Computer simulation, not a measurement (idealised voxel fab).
voxel gate over fins: a process module
We display cut, a cross-section 245 nm in width whose square cells are each 5 nm.
How to read a cross-section here: the picture is a grid of square cells, written as bands going from the top down, and any band can span one or more rows of cells.
It is stipulated that each band's entry specify, in nanometres, the height of the top of the band and then that of its bottom, followed by the materials of the band in left-to-right sequence, each together with its width in nanometres. A single material marked by the word "all across" is understood to fill the band from edge to edge; the word "empty" is understood to denote empty space.
Counting heights begins at 0, where everything beneath is, in the wafer as received, one material. The lowest band has no bottom; it goes on downwards, as "0 -> down" shows.
The two numbers in a width such as "30->40" mark its ends across the band: the first belongs to the top row of cells, the second to the bottom row, and from each row to the next the width moves by the same amount.
Reading "nothing got changed" for a step: not a cell of the cross-section changed in it.
Empty spaces without an open route to the top, at least 8 cells in extent, make up the entry "Unvented internal voids"; each is given as width x height at distance, where the distance is measured from the left edge, and all are in nm.
after a step's settings: what the simulator itself notes on the step
overlay nm: mask right of planned place by this much (step with mask). Neg. = left.
[Process steps foreseen in the plan]
1. RECEIVE: material Si
2. CONFORMAL_DEP: material SiN, thk nm 5
3. PATTERN: tone cover, mask id FINS, material resist, width nm 15, pitch nm 45, thk nm 20, overlay nm 0
4. DIRECTIONAL_ETCH: etch materials SiN, depth nm 5
5. DIRECTIONAL_ETCH: etch materials Si, depth nm 40
6. STRIP: etch materials resist
7. FILL_DEP: material SiO2, thk nm 10
8. CMP: height nm 5
9. SELECTIVE_ETCH: etch materials SiO2, depth nm 20
10. STRIP: etch materials SiN
11. CONFORMAL_DEP: material HfO2, thk nm 5
12. CONFORMAL_DEP: material TiN, thk nm 5
13. CONFORMAL_DEP: material TiAl, thk nm 5
14. CONFORMAL_DEP: material TiN, thk nm 5
15. FILL_DEP: material W, thk nm 10
16. CMP: height nm 25
17. CONFORMAL_DEP: material SiN, thk nm 10
[Cross-section, incoming material, after step 1]
  0 -> down = Si all across
  Unvented internal voids: none
[Cross-section, end of module. Start: as above. Plan: as above. Execution: one mistake]
  35 -> 25 = HfO2 all across
  25 -> 20 = W all across
  20 -> 15 = W 25 nm; TiN 190 nm; W 30 nm
  15 -> 10 = W 25 nm; TiN 5 nm; TiAl 180 nm; TiN 5 nm; W 30 nm
  10 -> 5 = W 25 nm; TiN 5 nm; TiAl 5 nm; TiN 35 nm; TiAl 10 nm; TiN 35 nm; TiAl 10 nm; TiN 35 nm; TiAl 10 nm; TiN 35 nm; TiAl 5 nm; TiN 5 nm; W 30 nm
  5 -> 0 = TiN 30 nm; TiAl 5 nm; TiN 5 nm; HfO2 25 nm; TiN 5 nm; TiAl 10 nm; TiN 5 nm; HfO2 25 nm; TiN 5 nm; TiAl 10 nm; TiN 5 nm; HfO2 25 nm; TiN 5 nm; TiAl 10 nm; TiN 5 nm; HfO2 25 nm; TiN 5 nm; TiAl 5 nm; TiN 35 nm
  0 -> -5 = TiAl 35 nm; TiN 5 nm; HfO2 5 nm; Si 15 nm; HfO2 5 nm; TiN 5 nm; TiAl 10 nm; TiN 5 nm; HfO2 5 nm; Si 15 nm; HfO2 5 nm; TiN 5 nm; TiAl 10 nm; TiN 5 nm; HfO2 5 nm; Si 15 nm; HfO2 5 nm; TiN 5 nm; TiAl 10 nm; TiN 5 nm; HfO2 5 nm; Si 15 nm; HfO2 5 nm; TiN 5 nm; TiAl 40 nm
  -5 -> -10 = TiN 40 nm; HfO2 5 nm; Si 15 nm; HfO2 5 nm; TiN 20 nm; HfO2 5 nm; Si 15 nm; HfO2 5 nm; TiN 20 nm; HfO2 5 nm; Si 15 nm; HfO2 5 nm; TiN 20 nm; HfO2 5 nm; Si 15 nm; HfO2 5 nm; TiN 45 nm
  -10 -> -15 = HfO2 45 nm; Si 15 nm; HfO2 30 nm; Si 15 nm; HfO2 30 nm; Si 15 nm; HfO2 30 nm; Si 15 nm; HfO2 50 nm
  -15 -> -40 = SiO2 45 nm; Si 15 nm; SiO2 30 nm; Si 15 nm; SiO2 30 nm; Si 15 nm; SiO2 30 nm; Si 15 nm; SiO2 50 nm
  -40 -> down = Si all across
  Unvented internal voids: none
Deviation from plan: contrary to plan, step 17 was performed as CONFORMAL_DEP: material HfO2, thk nm 10
